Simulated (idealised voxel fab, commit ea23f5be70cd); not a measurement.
The document below concerns the process module designated voxel double patterning.
Section cut is 160 nm wide and gridded with 5 nm square cells.
If you're reading a cross-section in this doc, picture square cells in a grid; it comes to you as bands, top ones listed first down to the bottom, and a band can be one or more rows of cells. Band entry format. Leading values: height of top, height of bottom, nm. Remainder: materials in left-to-right order, each with its width in nm. Special words: "edge to edge" on a single material, which then fills the band edge to edge; "blank", empty space. Beneath 0, the wafer as received is one material, and that level is where height counting begins. The lowest band goes on downward without a bottom; it is written like "0 nm and below". Per-row width for "30 to 40": begins at first number (top row of band), ends at second number (bottom row), increment between rows held constant. Where a step carries "no alterations made", the cross-section came out of it unchanged, cell for cell. Entry "Sealed internal voids" = empty spaces >= 8 cells with no open way to the top; each as width x height at distance, distance from left edge, all nm. If you see something after the settings on a step's line, that's the simulator's own remark about that step. overlay nm: where the mask lay relative to plan, measured to the right, on steps with a mask; negatives go left.

Intended process steps
step 1: op RECEIVE | material Si
step 2: op CONFORMAL_DEP | material SiO2 | thk nm 10
step 3: op DIRECTIONAL_DEP | material polySi | thk nm 15
step 4: op DIRECTIONAL_DEP | material SiN | thk nm 10
step 5: op PATTERN | tone open | mask id FIRST | material resist | width nm 15 | pitch nm 50 | thk nm 20 | overlay nm 0
step 6: op DIRECTIONAL_ETCH | etch materials SiN | depth nm 10
step 7: op STRIP | etch materials resist
step 8: op MASKED_ETCH | tone open | mask id SECOND | width nm 15 | pitch nm 50 | etch materials SiN | depth nm 10 | overlay nm 0
step 9: op DIRECTIONAL_ETCH | etch materials polySi | depth nm 15
step 10: op STRIP | etch materials SiN

Received-state cross-section, reflecting completion of step 1
0 nm and below | Si edge to edge
Sealed internal voids: none

Wafer cross-section at end of module: start and plan as shown above, one execution error
25 nm to 15 nm | SiO2 edge to edge
15 nm to 0 nm | polySi edge to edge
0 nm and below | Si edge to edge
Sealed internal voids: none
Against the plan, the run slipped here: plan vs actual: 2 and 3 interchanged
